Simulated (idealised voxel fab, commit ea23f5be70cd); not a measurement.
The name of this process module is voxel transistor to metal.
The cross-section on display is named cut; it measures 280 nm wide, and its cells are 5 nm squares.
For the purposes of this document, a cross-section shall be understood as a grid of square cells, specified as bands listed in top-to-bottom order, each band consisting of one or more rows of cells. For a band, the entry starts with two heights in nm, that of the top and then that of the bottom, and carries on with the band's materials in order from left to right, each alongside its width in nm; the word "full width" beside a single material means it fills the band edge to edge, and "air" means empty space. Zero point of the height axis is 0; under it, received wafer = one material. Lowest band: continues down indefinitely, "0 and below". You'd read "30->40" like this: the band's top row of cells is as wide as the first number, its bottom row is as wide as the second, and going down, every row changes width by the same amount as the row before did. Key: "remains unaltered" - step with no changed cell in the cross-section. Fully enclosed voids: empty space of 8 cells or more with no open way to the top, each as width x height at its distance from the left edge, in nm. Note: text after step settings on the step line = simulator remark on that step. overlay nm: where the mask lay relative to plan, measured to the right, on steps with a mask; negatives go left.
Process steps foreseen in the plan:
step 1: op RECEIVE | material Si
step 2: op OXIDIZE | depth nm 5
step 3: op CONFORMAL_DEP | material SiN | thk nm 10
step 4: op MASKED_ETCH | tone cover | mask id ACTIVE | width nm 105 | pitch nm 125 | etch materials SiN | depth nm 10 | overlay nm 0
step 5: op MASKED_ETCH | tone cover | mask id ACTIVE | width nm 105 | pitch nm 125 | etch materials SiO2 | depth nm 5 | overlay nm 0
step 6: op MASKED_ETCH | tone cover | mask id ACTIVE | width nm 105 | pitch nm 125 | etch materials Si | depth nm 35 | overlay nm 0
step 7: op FILL_DEP | material SiO2 | thk nm 5
step 8: op CMP | height nm 10
step 9: op SELECTIVE_ETCH | etch materials SiO2 | depth nm 10
step 10: op STRIP | etch materials SiN
step 11: op SELECTIVE_ETCH | etch materials SiO2 | depth nm 5
step 12: op OXIDIZE | depth nm 5
step 13: op DIRECTIONAL_DEP | material polySi | thk nm 20
step 14: op DIRECTIONAL_DEP | material SiCN | thk nm 15
step 15: op PATTERN | tone cover | mask id GATE | material resist | width nm 25 | pitch nm 125 | thk nm 15 | overlay nm 0
step 16: op DIRECTIONAL_ETCH | etch materials SiCN | depth nm 25
step 17: op DIRECTIONAL_ETCH | etch materials polySi | depth nm 30
step 18: op STRIP | etch materials resist
step 19: op CONFORMAL_DEP | material SiO2 | thk nm 5
step 20: op DIRECTIONAL_ETCH | etch materials SiO2 | depth nm 5
step 21: op CONFORMAL_DEP | material SiN | thk nm 5
step 22: op DIRECTIONAL_ETCH | etch materials SiN | depth nm 5
step 23: op DIRECTIONAL_ETCH | etch materials SiO2 | depth nm 5
step 24: op DIRECTIONAL_ETCH | etch materials Si | depth nm 10
step 25: op EPI | material SiGe | thk nm 10
step 26: op FILL_DEP | material SiO2 | thk nm 5
step 27: op CMP | height nm 30
step 28: op DIRECTIONAL_DEP | material SiO2 | thk nm 10
step 29: op MASKED_ETCH | tone open | mask id CONTACT | width nm 20 | etch materials SiO2 | depth nm 50 | overlay nm 0
step 30: op CONFORMAL_DEP | material TiN | thk nm 5
step 31: op FILL_DEP | material W | thk nm 5
step 32: op CMP | height nm 40
step 33: op CONFORMAL_DEP | material SiN | thk nm 5
step 34: op DIRECTIONAL_DEP | material lowk | thk nm 15
step 35: op PATTERN | tone open | mask id METAL_1 | material resist | width nm 20 | thk nm 15 | overlay nm 0
step 36: op DIRECTIONAL_ETCH | etch materials lowk | depth nm 15
step 37: op DIRECTIONAL_ETCH | etch materials SiN | depth nm 5
step 38: op STRIP | etch materials resist
step 39: op CONFORMAL_DEP | material TiN | thk nm 5
step 40: op FILL_DEP | material Cu | thk nm 5
step 41: op CMP | height nm 60
step 42: op CONFORMAL_DEP | material SiCN | thk nm 5
step 43: op DIRECTIONAL_DEP | material SiO2 | thk nm 30
step 44: op MASKED_ETCH | tone open | mask id METAL_2_HOLES | width nm 15 | pitch nm 125 | etch materials SiO2 | depth nm 30 | overlay nm 0
step 45: op MASKED_ETCH | tone open | mask id METAL_2 | width nm 20 | pitch nm 125 | etch materials SiO2 | depth nm 15 | overlay nm 0
step 46: op MASKED_ETCH | tone open | mask id METAL_2 | width nm 20 | pitch nm 125 | etch materials SiCN | depth nm 5 | overlay nm 0
step 47: op CONFORMAL_DEP | material TiN | thk nm 5
step 48: op FILL_DEP | material Cu | thk nm 5
step 49: op CMP | height nm 95
step 50: op CONFORMAL_DEP | material SiCN | thk nm 5
First wafer out of two, processed as planned:
Cross-section of the wafer at receipt, which is the condition after step 1:
    0 and below | Si full width
    Fully enclosed voids: none
How the wafer stands in section after step 2:
    0 down to -5 | SiO2 full width
    Lower than -5, everything is as it was.
How the wafer stands in section after step 3:
    10 down to 0 | SiN full width
    Lower than 0, everything is as it was.
How the wafer stands in section after step 4:
    10 down to 0 | 25 air; 105 SiN; 20 air; 105 SiN; 25 air
    Lower than 0, everything is as it was.
How the wafer stands in section after step 5:
    10 down to 0 | 25 air; 105 SiN; 20 air; 105 SiN; 25 air
    0 down to -5 | 25 air; 105 SiO2; 20 air; 105 SiO2; 25 air
    Lower than -5, everything is as it was.
How the wafer stands in section after step 6:
    10 down to 0 | 25 air; 105 SiN; 20 air; 105 SiN; 25 air
    0 down to -5 | 25 air; 105 SiO2; 20 air; 105 SiO2; 25 air
    -5 down to -40 | 25 air; 105 Si; 20 air; 105 Si; 25 air
    Lower than -40, everything is as it was.
How the wafer stands in section after step 7:
    15 down to 10 | SiO2 full width
    10 down to 0 | 25 SiO2; 105 SiN; 20 SiO2; 105 SiN; 25 SiO2
    0 down to -5 | SiO2 full width
    -5 down to -40 | 25 SiO2; 105 Si; 20 SiO2; 105 Si; 25 SiO2
    Lower than -40, everything is as it was.
How the wafer stands in section after step 8:
    10 down to 0 | 25 SiO2; 105 SiN; 20 SiO2; 105 SiN; 25 SiO2
    Lower than 0, everything is as it was.
How the wafer stands in section after step 9:
    10 down to 0 | 25 air; 105 SiN; 20 air; 105 SiN; 25 air
    Lower than 0, everything is as it was.
How the wafer stands in section after step 10:
    0 down to -5 | SiO2 full width
    Lower than -5, everything is as it was.
How the wafer stands in section after step 11:
    -5 down to -40 | 25 SiO2; 105 Si; 20 SiO2; 105 Si; 25 SiO2
    Lower than -40, everything is as it was.
How the wafer stands in section after step 12:
    -5 down to -10 | SiO2 full width
    Lower than -10, everything is as it was.
How the wafer stands in section after step 13:
    15 down to -5 | polySi full width
    Lower than -5, everything is as it was.
How the wafer stands in section after step 14:
    30 down to 15 | SiCN full width
    Lower than 15, everything is as it was.
How the wafer stands in section after step 15:
    45 down to 30 | 65 air; 25 resist; 100 air; 25 resist; 65 air
    Lower than 30, everything is as it was.
How the wafer stands in section after step 16:
    45 down to 30 | 65 air; 25 resist; 100 air; 25 resist; 65 air
    30 down to 15 | 65 air; 25 SiCN; 100 air; 25 SiCN; 65 air
    Lower than 15, everything is as it was.
How the wafer stands in section after step 17:
    45 down to 30 | 65 air; 25 resist; 100 air; 25 resist; 65 air
    30 down to 15 | 65 air; 25 SiCN; 100 air; 25 SiCN; 65 air
    15 down to -5 | 65 air; 25 polySi; 100 air; 25 polySi; 65 air
    Lower than -5, everything is as it was.
How the wafer stands in section after step 18:
    30 down to 15 | 65 air; 25 SiCN; 100 air; 25 SiCN; 65 air
    Lower than 15, everything is as it was.
How the wafer stands in section after step 19:
    35 down to 30 | 60 air; 35 SiO2; 90 air; 35 SiO2; 60 air
    30 down to 15 | 60 air; 5 SiO2; 25 SiCN; 5 SiO2; 90 air; 5 SiO2; 25 SiCN; 5 SiO2; 60 air
    15 down to 0 | 60 air; 5 SiO2; 25 polySi; 5 SiO2; 90 air; 5 SiO2; 25 polySi; 5 SiO2; 60 air
    0 down to -5 | 65 SiO2; 25 polySi; 100 SiO2; 25 polySi; 65 SiO2
    Lower than -5, everything is as it was.
How the wafer stands in section after step 20:
    30 down to 15 | 60 air; 5 SiO2; 25 SiCN; 5 SiO2; 90 air; 5 SiO2; 25 SiCN; 5 SiO2; 60 air
    15 down to -5 | 60 air; 5 SiO2; 25 polySi; 5 SiO2; 90 air; 5 SiO2; 25 polySi; 5 SiO2; 60 air
    Lower than -5, everything is as it was.
How the wafer stands in section after step 21:
    35 down to 30 | 55 air; 45 SiN; 80 air; 45 SiN; 55 air
    30 down to 15 | 55 air; 5 SiN; 5 SiO2; 25 SiCN; 5 SiO2; 5 SiN; 80 air; 5 SiN; 5 SiO2; 25 SiCN; 5 SiO2; 5 SiN; 55 air
    15 down to 0 | 55 air; 5 SiN; 5 SiO2; 25 polySi; 5 SiO2; 5 SiN; 80 air; 5 SiN; 5 SiO2; 25 polySi; 5 SiO2; 5 SiN; 55 air
    0 down to -5 | 60 SiN; 5 SiO2; 25 polySi; 5 SiO2; 90 SiN; 5 SiO2; 25 polySi; 5 SiO2; 60 SiN
    Lower than -5, everything is as it was.
How the wafer stands in section after step 22:
    30 down to 15 | 55 air; 5 SiN; 5 SiO2; 25 SiCN; 5 SiO2; 5 SiN; 80 air; 5 SiN; 5 SiO2; 25 SiCN; 5 SiO2; 5 SiN; 55 air
    15 down to -5 | 55 air; 5 SiN; 5 SiO2; 25 polySi; 5 SiO2; 5 SiN; 80 air; 5 SiN; 5 SiO2; 25 polySi; 5 SiO2; 5 SiN; 55 air
    Lower than -5, everything is as it was.
How the wafer stands in section after step 23:
    30 down to 25 | 55 air; 5 SiN; 5 air; 25 SiCN; 5 air; 5 SiN; 80 air; 5 SiN; 5 air; 25 SiCN; 5 air; 5 SiN; 55 air
    25 down to 15 | 55 air; 5 SiN; 5 SiO2; 25 SiCN; 5 SiO2; 5 SiN; 80 air; 5 SiN; 5 SiO2; 25 SiCN; 5 SiO2; 5 SiN; 55 air
    15 down to -5 | 55 air; 5 SiN; 5 SiO2; 25 polySi; 5 SiO2; 5 SiN; 80 air; 5 SiN; 5 SiO2; 25 polySi; 5 SiO2; 5 SiN; 55 air
    -5 down to -10 | 55 air; 45 SiO2; 80 air; 45 SiO2; 55 air
    Lower than -10, everything is as it was.
How the wafer stands in section after step 24:
    30 down to 25 | 55 air; 5 SiN; 5 air; 25 SiCN; 5 air; 5 SiN; 80 air; 5 SiN; 5 air; 25 SiCN; 5 air; 5 SiN; 55 air
    25 down to 15 | 55 air; 5 SiN; 5 SiO2; 25 SiCN; 5 SiO2; 5 SiN; 80 air; 5 SiN; 5 SiO2; 25 SiCN; 5 SiO2; 5 SiN; 55 air
    15 down to -5 | 55 air; 5 SiN; 5 SiO2; 25 polySi; 5 SiO2; 5 SiN; 80 air; 5 SiN; 5 SiO2; 25 polySi; 5 SiO2; 5 SiN; 55 air
    -5 down to -10 | 55 air; 45 SiO2; 80 air; 45 SiO2; 55 air
    -10 down to -20 | 25 SiO2; 30 air; 45 Si; 30 air; 20 SiO2; 30 air; 45 Si; 30 air; 25 SiO2
    Lower than -20, everything is as it was.
How the wafer stands in section after step 25:
    30 down to 25 | 55 air; 5 SiN; 5 air; 25 SiCN; 5 air; 5 SiN; 80 air; 5 SiN; 5 air; 25 SiCN; 5 air; 5 SiN; 55 air
    25 down to 15 | 55 air; 5 SiN; 5 SiO2; 25 SiCN; 5 SiO2; 5 SiN; 80 air; 5 SiN; 5 SiO2; 25 SiCN; 5 SiO2; 5 SiN; 55 air
    15 down to 0 | 55 air; 5 SiN; 5 SiO2; 25 polySi; 5 SiO2; 5 SiN; 80 air; 5 SiN; 5 SiO2; 25 polySi; 5 SiO2; 5 SiN; 55 air
    0 down to -5 | 45 air; 10 SiGe; 5 SiN; 5 SiO2; 25 polySi; 5 SiO2; 5 SiN; 10 SiGe; 60 air; 10 SiGe; 5 SiN; 5 SiO2; 25 polySi; 5 SiO2; 5 SiN; 10 SiGe; 45 air
    -5 down to -10 | 45 air; 10 SiGe; 45 SiO2; 10 SiGe; 60 air; 10 SiGe; 45 SiO2; 10 SiGe; 45 air
    -10 down to -20 | 25 SiO2; 30 SiGe; 45 Si; 30 SiGe; 20 SiO2; 30 SiGe; 45 Si; 30 SiGe; 25 SiO2
    Lower than -20, everything is as it was.
How the wafer stands in section after step 26:
    35 down to 30 | SiO2 full width
    30 down to 15 | 55 SiO2; 5 SiN; 5 SiO2; 25 SiCN; 5 SiO2; 5 SiN; 80 SiO2; 5 SiN; 5 SiO2; 25 SiCN; 5 SiO2; 5 SiN; 55 SiO2
    15 down to 0 | 55 SiO2; 5 SiN; 5 SiO2; 25 polySi; 5 SiO2; 5 SiN; 80 SiO2; 5 SiN; 5 SiO2; 25 polySi; 5 SiO2; 5 SiN; 55 SiO2
    0 down to -5 | 45 SiO2; 10 SiGe; 5 SiN; 5 SiO2; 25 polySi; 5 SiO2; 5 SiN; 10 SiGe; 60 SiO2; 10 SiGe; 5 SiN; 5 SiO2; 25 polySi; 5 SiO2; 5 SiN; 10 SiGe; 45 SiO2
    -5 down to -10 | 45 SiO2; 10 SiGe; 45 SiO2; 10 SiGe; 60 SiO2; 10 SiGe; 45 SiO2; 10 SiGe; 45 SiO2
    Lower than -10, everything is as it was.
How the wafer stands in section after step 27:
    30 down to 15 | 55 SiO2; 5 SiN; 5 SiO2; 25 SiCN; 5 SiO2; 5 SiN; 80 SiO2; 5 SiN; 5 SiO2; 25 SiCN; 5 SiO2; 5 SiN; 55 SiO2
    Lower than 15, everything is as it was.
How the wafer stands in section after step 28:
    40 down to 30 | SiO2 full width
    Lower than 30, everything is as it was.
How the wafer stands in section after step 29:
    40 down to 30 | 30 SiO2; 20 air; 55 SiO2; 20 air; 30 SiO2; 20 air; 55 SiO2; 20 air; 30 SiO2
    30 down to 15 | 30 SiO2; 20 air; 5 SiO2; 5 SiN; 5 SiO2; 25 SiCN; 5 SiO2; 5 SiN; 5 SiO2; 20 air; 30 SiO2; 20 air; 5 SiO2; 5 SiN; 5 SiO2; 25 SiCN; 5 SiO2; 5 SiN; 5 SiO2; 20 air; 30 SiO2
    15 down to 0 | 30 SiO2; 20 air; 5 SiO2; 5 SiN; 5 SiO2; 25 polySi; 5 SiO2; 5 SiN; 5 SiO2; 20 air; 30 SiO2; 20 air; 5 SiO2; 5 SiN; 5 SiO2; 25 polySi; 5 SiO2; 5 SiN; 5 SiO2; 20 air; 30 SiO2
    0 down to -5 | 30 SiO2; 15 air; 10 SiGe; 5 SiN; 5 SiO2; 25 polySi; 5 SiO2; 5 SiN; 10 SiGe; 15 air; 30 SiO2; 15 air; 10 SiGe; 5 SiN; 5 SiO2; 25 polySi; 5 SiO2; 5 SiN; 10 SiGe; 15 air; 30 SiO2
    -5 down to -10 | 30 SiO2; 15 air; 10 SiGe; 45 SiO2; 10 SiGe; 15 air; 30 SiO2; 15 air; 10 SiGe; 45 SiO2; 10 SiGe; 15 air; 30 SiO2
    Lower than -10, everything is as it was.
How the wafer stands in section after step 30:
    45 down to 40 | 35 TiN; 10 air; 65 TiN; 10 air; 40 TiN; 10 air; 65 TiN; 10 air; 35 TiN
    40 down to 30 | 30 SiO2; 5 TiN; 10 air; 5 TiN; 55 SiO2; 5 TiN; 10 air; 5 TiN; 30 SiO2; 5 TiN; 10 air; 5 TiN; 55 SiO2; 5 TiN; 10 air; 5 TiN; 30 SiO2
    30 down to 15 | 30 SiO2; 5 TiN; 10 air; 5 TiN; 5 SiO2; 5 SiN; 5 SiO2; 25 SiCN; 5 SiO2; 5 SiN; 5 SiO2; 5 TiN; 10 air; 5 TiN; 30 SiO2; 5 TiN; 10 air; 5 TiN; 5 SiO2; 5 SiN; 5 SiO2; 25 SiCN; 5 SiO2; 5 SiN; 5 SiO2; 5 TiN; 10 air; 5 TiN; 30 SiO2
    15 down to 5 | 30 SiO2; 5 TiN; 10 air; 5 TiN; 5 SiO2; 5 SiN; 5 SiO2; 25 polySi; 5 SiO2; 5 SiN; 5 SiO2; 5 TiN; 10 air; 5 TiN; 30 SiO2; 5 TiN; 10 air; 5 TiN; 5 SiO2; 5 SiN; 5 SiO2; 25 polySi; 5 SiO2; 5 SiN; 5 SiO2; 5 TiN; 10 air; 5 TiN; 30 SiO2
    5 down to 0 | 30 SiO2; 5 TiN; 5 air; 10 TiN; 5 SiO2; 5 SiN; 5 SiO2; 25 polySi; 5 SiO2; 5 SiN; 5 SiO2; 10 TiN; 5 air; 5 TiN; 30 SiO2; 5 TiN; 5 air; 10 TiN; 5 SiO2; 5 SiN; 5 SiO2; 25 polySi; 5 SiO2; 5 SiN; 5 SiO2; 10 TiN; 5 air; 5 TiN; 30 SiO2
    0 down to -5 | 30 SiO2; 5 TiN; 5 air; 5 TiN; 10 SiGe; 5 SiN; 5 SiO2; 25 polySi; 5 SiO2; 5 SiN; 10 SiGe; 5 TiN; 5 air; 5 TiN; 30 SiO2; 5 TiN; 5 air; 5 TiN; 10 SiGe; 5 SiN; 5 SiO2; 25 polySi; 5 SiO2; 5 SiN; 10 SiGe; 5 TiN; 5 air; 5 TiN; 30 SiO2
    -5 down to -10 | 30 SiO2; 15 TiN; 10 SiGe; 45 SiO2; 10 SiGe; 15 TiN; 30 SiO2; 15 TiN; 10 SiGe; 45 SiO2; 10 SiGe; 15 TiN; 30 SiO2
    Lower than -10, everything is as it was.
How the wafer stands in section after step 31:
    50 down to 45 | W full width
    45 down to 40 | 35 TiN; 10 W; 65 TiN; 10 W; 40 TiN; 10 W; 65 TiN; 10 W; 35 TiN
    40 down to 30 | 30 SiO2; 5 TiN; 10 W; 5 TiN; 55 SiO2; 5 TiN; 10 W; 5 TiN; 30 SiO2; 5 TiN; 10 W; 5 TiN; 55 SiO2; 5 TiN; 10 W; 5 TiN; 30 SiO2
    30 down to 15 | 30 SiO2; 5 TiN; 10 W; 5 TiN; 5 SiO2; 5 SiN; 5 SiO2; 25 SiCN; 5 SiO2; 5 SiN; 5 SiO2; 5 TiN; 10 W; 5 TiN; 30 SiO2; 5 TiN; 10 W; 5 TiN; 5 SiO2; 5 SiN; 5 SiO2; 25 SiCN; 5 SiO2; 5 SiN; 5 SiO2; 5 TiN; 10 W; 5 TiN; 30 SiO2
    15 down to 5 | 30 SiO2; 5 TiN; 10 W; 5 TiN; 5 SiO2; 5 SiN; 5 SiO2; 25 polySi; 5 SiO2; 5 SiN; 5 SiO2; 5 TiN; 10 W; 5 TiN; 30 SiO2; 5 TiN; 10 W; 5 TiN; 5 SiO2; 5 SiN; 5 SiO2; 25 polySi; 5 SiO2; 5 SiN; 5 SiO2; 5 TiN; 10 W; 5 TiN; 30 SiO2
    5 down to 0 | 30 SiO2; 5 TiN; 5 W; 10 TiN; 5 SiO2; 5 SiN; 5 SiO2; 25 polySi; 5 SiO2; 5 SiN; 5 SiO2; 10 TiN; 5 W; 5 TiN; 30 SiO2; 5 TiN; 5 W; 10 TiN; 5 SiO2; 5 SiN; 5 SiO2; 25 polySi; 5 SiO2; 5 SiN; 5 SiO2; 10 TiN; 5 W; 5 TiN; 30 SiO2
    0 down to -5 | 30 SiO2; 5 TiN; 5 W; 5 TiN; 10 SiGe; 5 SiN; 5 SiO2; 25 polySi; 5 SiO2; 5 SiN; 10 SiGe; 5 TiN; 5 W; 5 TiN; 30 SiO2; 5 TiN; 5 W; 5 TiN; 10 SiGe; 5 SiN; 5 SiO2; 25 polySi; 5 SiO2; 5 SiN; 10 SiGe; 5 TiN; 5 W; 5 TiN; 30 SiO2
    Lower than -5, everything is as it was.
How the wafer stands in section after step 32:
    40 down to 30 | 30 SiO2; 5 TiN; 10 W; 5 TiN; 55 SiO2; 5 TiN; 10 W; 5 TiN; 30 SiO2; 5 TiN; 10 W; 5 TiN; 55 SiO2; 5 TiN; 10 W; 5 TiN; 30 SiO2
    Lower than 30, everything is as it was.
How the wafer stands in section after step 33:
    45 down to 40 | SiN full width
    Lower than 40, everything is as it was.
How the wafer stands in section after step 34:
    60 down to 45 | lowk full width
    Lower than 45, everything is as it was.
How the wafer stands in section after step 35:
    75 down to 60 | 30 resist; 20 air; 55 resist; 20 air; 30 resist; 20 air; 55 resist; 20 air; 30 resist
    Lower than 60, everything is as it was.
How the wafer stands in section after step 36:
    75 down to 60 | 30 resist; 20 air; 55 resist; 20 air; 30 resist; 20 air; 55 resist; 20 air; 30 resist
    60 down to 45 | 30 lowk; 20 air; 55 lowk; 20 air; 30 lowk; 20 air; 55 lowk; 20 air; 30 lowk
    Lower than 45, everything is as it was.
How the wafer stands in section after step 37:
    75 down to 60 | 30 resist; 20 air; 55 resist; 20 air; 30 resist; 20 air; 55 resist; 20 air; 30 resist
    60 down to 45 | 30 lowk; 20 air; 55 lowk; 20 air; 30 lowk; 20 air; 55 lowk; 20 air; 30 lowk
    45 down to 40 | 30 SiN; 20 air; 55 SiN; 20 air; 30 SiN; 20 air; 55 SiN; 20 air; 30 SiN
    Lower than 40, everything is as it was.
How the wafer stands in section after step 38:
    60 down to 45 | 30 lowk; 20 air; 55 lowk; 20 air; 30 lowk; 20 air; 55 lowk; 20 air; 30 lowk
    Lower than 45, everything is as it was.
How the wafer stands in section after step 39:
    65 down to 60 | 35 TiN; 10 air; 65 TiN; 10 air; 40 TiN; 10 air; 65 TiN; 10 air; 35 TiN
    60 down to 45 | 30 lowk; 5 TiN; 10 air; 5 TiN; 55 lowk; 5 TiN; 10 air; 5 TiN; 30 lowk; 5 TiN; 10 air; 5 TiN; 55 lowk; 5 TiN; 10 air; 5 TiN; 30 lowk
    45 down to 40 | 30 SiN; 20 TiN; 55 SiN; 20 TiN; 30 SiN; 20 TiN; 55 SiN; 20 TiN; 30 SiN
    Lower than 40, everything is as it was.
How the wafer stands in section after step 40:
    70 down to 65 | Cu full width
    65 down to 60 | 35 TiN; 10 Cu; 65 TiN; 10 Cu; 40 TiN; 10 Cu; 65 TiN; 10 Cu; 35 TiN
    60 down to 45 | 30 lowk; 5 TiN; 10 Cu; 5 TiN; 55 lowk; 5 TiN; 10 Cu; 5 TiN; 30 lowk; 5 TiN; 10 Cu; 5 TiN; 55 lowk; 5 TiN; 10 Cu; 5 TiN; 30 lowk
    Lower than 45, everything is as it was.
How the wafer stands in section after step 41:
    60 down to 45 | 30 lowk; 5 TiN; 10 Cu; 5 TiN; 55 lowk; 5 TiN; 10 Cu; 5 TiN; 30 lowk; 5 TiN; 10 Cu; 5 TiN; 55 lowk; 5 TiN; 10 Cu; 5 TiN; 30 lowk
    Lower than 45, everything is as it was.
How the wafer stands in section after step 42:
    65 down to 60 | SiCN full width
    Lower than 60, everything is as it was.
How the wafer stands in section after step 43:
    95 down to 65 | SiO2 full width
    Lower than 65, everything is as it was.
How the wafer stands in section after step 44:
    95 down to 65 | 30 SiO2; 15 air; 110 SiO2; 15 air; 110 SiO2
    Lower than 65, everything is as it was.
How the wafer stands in section after step 45:
    95 down to 80 | 30 SiO2; 20 air; 105 SiO2; 20 air; 105 SiO2
    Lower than 80, everything is as it was.
How the wafer stands in section after step 46:
    95 down to 80 | 30 SiO2; 20 air; 105 SiO2; 20 air; 105 SiO2
    80 down to 65 | 30 SiO2; 15 air; 110 SiO2; 15 air; 110 SiO2
    65 down to 60 | 30 SiCN; 15 air; 110 SiCN; 15 air; 110 SiCN
    Lower than 60, everything is as it was.
How the wafer stands in section after step 47:
    100 down to 95 | 35 TiN; 10 air; 115 TiN; 10 air; 110 TiN
    95 down to 85 | 30 SiO2; 5 TiN; 10 air; 5 TiN; 105 SiO2; 5 TiN; 10 air; 5 TiN; 105 SiO2
    85 down to 80 | 30 SiO2; 5 TiN; 5 air; 10 TiN; 105 SiO2; 5 TiN; 5 air; 10 TiN; 105 SiO2
    80 down to 65 | 30 SiO2; 5 TiN; 5 air; 5 TiN; 110 SiO2; 5 TiN; 5 air; 5 TiN; 110 SiO2
    65 down to 60 | 30 SiCN; 15 TiN; 110 SiCN; 15 TiN; 110 SiCN
    Lower than 60, everything is as it was.
How the wafer stands in section after step 48:
    105 down to 100 | Cu full width
    100 down to 95 | 35 TiN; 10 Cu; 115 TiN; 10 Cu; 110 TiN
    95 down to 85 | 30 SiO2; 5 TiN; 10 Cu; 5 TiN; 105 SiO2; 5 TiN; 10 Cu; 5 TiN; 105 SiO2
    85 down to 80 | 30 SiO2; 5 TiN; 5 Cu; 10 TiN; 105 SiO2; 5 TiN; 5 Cu; 10 TiN; 105 SiO2
    80 down to 65 | 30 SiO2; 5 TiN; 5 Cu; 5 TiN; 110 SiO2; 5 TiN; 5 Cu; 5 TiN; 110 SiO2
    Lower than 65, everything is as it was.
How the wafer stands in section after step 49:
    95 down to 85 | 30 SiO2; 5 TiN; 10 Cu; 5 TiN; 105 SiO2; 5 TiN; 10 Cu; 5 TiN; 105 SiO2
    Lower than 85, everything is as it was.
How the wafer stands in section after step 50:
    100 down to 95 | SiCN full width
    Lower than 95, everything is as it was.
Notes, second wafer: start = first wafer's, plan = first wafer's, execution had one mistake; history identical to first through step 34:
Cross-section of the second wafer corresponding to the planned conclusion of step 35:
    75 down to 60 | 30 air; 20 resist; 55 air; 20 resist; 30 air; 20 resist; 55 air; 20 resist; 30 air
    Lower than 60, everything is as it was.
Cross-section of the second wafer corresponding to the planned conclusion of step 36:
    75 down to 60 | 30 air; 20 resist; 55 air; 20 resist; 30 air; 20 resist; 55 air; 20 resist; 30 air
    60 down to 45 | 30 air; 20 lowk; 55 air; 20 lowk; 30 air; 20 lowk; 55 air; 20 lowk; 30 air
    Lower than 45, everything is as it was.
Cross-section of the second wafer corresponding to the planned conclusion of step 37:
    75 down to 60 | 30 air; 20 resist; 55 air; 20 resist; 30 air; 20 resist; 55 air; 20 resist; 30 air
    60 down to 45 | 30 air; 20 lowk; 55 air; 20 lowk; 30 air; 20 lowk; 55 air; 20 lowk; 30 air
    45 down to 40 | 30 air; 20 SiN; 55 air; 20 SiN; 30 air; 20 SiN; 55 air; 20 SiN; 30 air
    Lower than 40, everything is as it was.
Cross-section of the second wafer corresponding to the planned conclusion of step 38:
    60 down to 45 | 30 air; 20 lowk; 55 air; 20 lowk; 30 air; 20 lowk; 55 air; 20 lowk; 30 air
    Lower than 45, everything is as it was.
Cross-section of the second wafer corresponding to the planned conclusion of step 39:
    65 down to 60 | 25 air; 30 TiN; 45 air; 30 TiN; 20 air; 30 TiN; 45 air; 30 TiN; 25 air
    60 down to 45 | 25 air; 5 TiN; 20 lowk; 5 TiN; 45 air; 5 TiN; 20 lowk; 5 TiN; 20 air; 5 TiN; 20 lowk; 5 TiN; 45 air; 5 TiN; 20 lowk; 5 TiN; 25 air
    45 down to 40 | 30 TiN; 20 SiN; 55 TiN; 20 SiN; 30 TiN; 20 SiN; 55 TiN; 20 SiN; 30 TiN
    Lower than 40, everything is as it was.
Cross-section of the second wafer corresponding to the planned conclusion of step 40:
    70 down to 65 | Cu full width
    65 down to 60 | 25 Cu; 30 TiN; 45 Cu; 30 TiN; 20 Cu; 30 TiN; 45 Cu; 30 TiN; 25 Cu
    60 down to 45 | 25 Cu; 5 TiN; 20 lowk; 5 TiN; 45 Cu; 5 TiN; 20 lowk; 5 TiN; 20 Cu; 5 TiN; 20 lowk; 5 TiN; 45 Cu; 5 TiN; 20 lowk; 5 TiN; 25 Cu
    Lower than 45, everything is as it was.
Cross-section of the second wafer corresponding to the planned conclusion of step 41:
    60 down to 45 | 25 Cu; 5 TiN; 20 lowk; 5 TiN; 45 Cu; 5 TiN; 20 lowk; 5 TiN; 20 Cu; 5 TiN; 20 lowk; 5 TiN; 45 Cu; 5 TiN; 20 lowk; 5 TiN; 25 Cu
    Lower than 45, everything is as it was.
Cross-section of the second wafer corresponding to the planned conclusion of step 42:
    65 down to 60 | SiCN full width
    Lower than 60, everything is as it was.
Cross-section of the second wafer corresponding to the planned conclusion of step 43:
    95 down to 65 | SiO2 full width
    Lower than 65, everything is as it was.
Cross-section of the second wafer corresponding to the planned conclusion of step 44:
    95 down to 65 | 30 SiO2; 15 air; 110 SiO2; 15 air; 110 SiO2
    Lower than 65, everything is as it was.
Cross-section of the second wafer corresponding to the planned conclusion of step 45:
    95 down to 80 | 30 SiO2; 20 air; 105 SiO2; 20 air; 105 SiO2
    Lower than 80, everything is as it was.
Cross-section of the second wafer corresponding to the planned conclusion of step 46:
    95 down to 80 | 30 SiO2; 20 air; 105 SiO2; 20 air; 105 SiO2
    80 down to 65 | 30 SiO2; 15 air; 110 SiO2; 15 air; 110 SiO2
    65 down to 60 | 30 SiCN; 15 air; 110 SiCN; 15 air; 110 SiCN
    Lower than 60, everything is as it was.
Cross-section of the second wafer corresponding to the planned conclusion of step 47:
    100 down to 95 | 35 TiN; 10 air; 115 TiN; 10 air; 110 TiN
    95 down to 85 | 30 SiO2; 5 TiN; 10 air; 5 TiN; 105 SiO2; 5 TiN; 10 air; 5 TiN; 105 SiO2
    85 down to 80 | 30 SiO2; 5 TiN; 5 air; 10 TiN; 105 SiO2; 5 TiN; 5 air; 10 TiN; 105 SiO2
    80 down to 65 | 30 SiO2; 5 TiN; 5 air; 5 TiN; 110 SiO2; 5 TiN; 5 air; 5 TiN; 110 SiO2
    65 down to 60 | 30 SiCN; 15 TiN; 110 SiCN; 15 TiN; 110 SiCN
    Lower than 60, everything is as it was.
Cross-section of the second wafer corresponding to the planned conclusion of step 48:
    105 down to 100 | Cu full width
    100 down to 95 | 35 TiN; 10 Cu; 115 TiN; 10 Cu; 110 TiN
    95 down to 85 | 30 SiO2; 5 TiN; 10 Cu; 5 TiN; 105 SiO2; 5 TiN; 10 Cu; 5 TiN; 105 SiO2
    85 down to 80 | 30 SiO2; 5 TiN; 5 Cu; 10 TiN; 105 SiO2; 5 TiN; 5 Cu; 10 TiN; 105 SiO2
    80 down to 65 | 30 SiO2; 5 TiN; 5 Cu; 5 TiN; 110 SiO2; 5 TiN; 5 Cu; 5 TiN; 110 SiO2
    Lower than 65, everything is as it was.
Cross-section of the second wafer corresponding to the planned conclusion of step 49:
    95 down to 85 | 30 SiO2; 5 TiN; 10 Cu; 5 TiN; 105 SiO2; 5 TiN; 10 Cu; 5 TiN; 105 SiO2
    Lower than 85, everything is as it was.
Cross-section of the second wafer corresponding to the planned conclusion of step 50:
    100 down to 95 | SiCN full width
    Lower than 95, everything is as it was.
The plan and the run diverged here: it should be noted that step 35 was executed with settings other than those planned, the operation and settings actually applied being op PATTERN | tone cover | mask id METAL_1 | material resist | width nm 20 | thk nm 15 | overlay nm 0
Wrapping up, a cell-based count of both wafers puts the second over or under the first for these materials: Cu: 72 more | SiN: 24 fewer | TiN: 24 more | lowk: 72 fewer
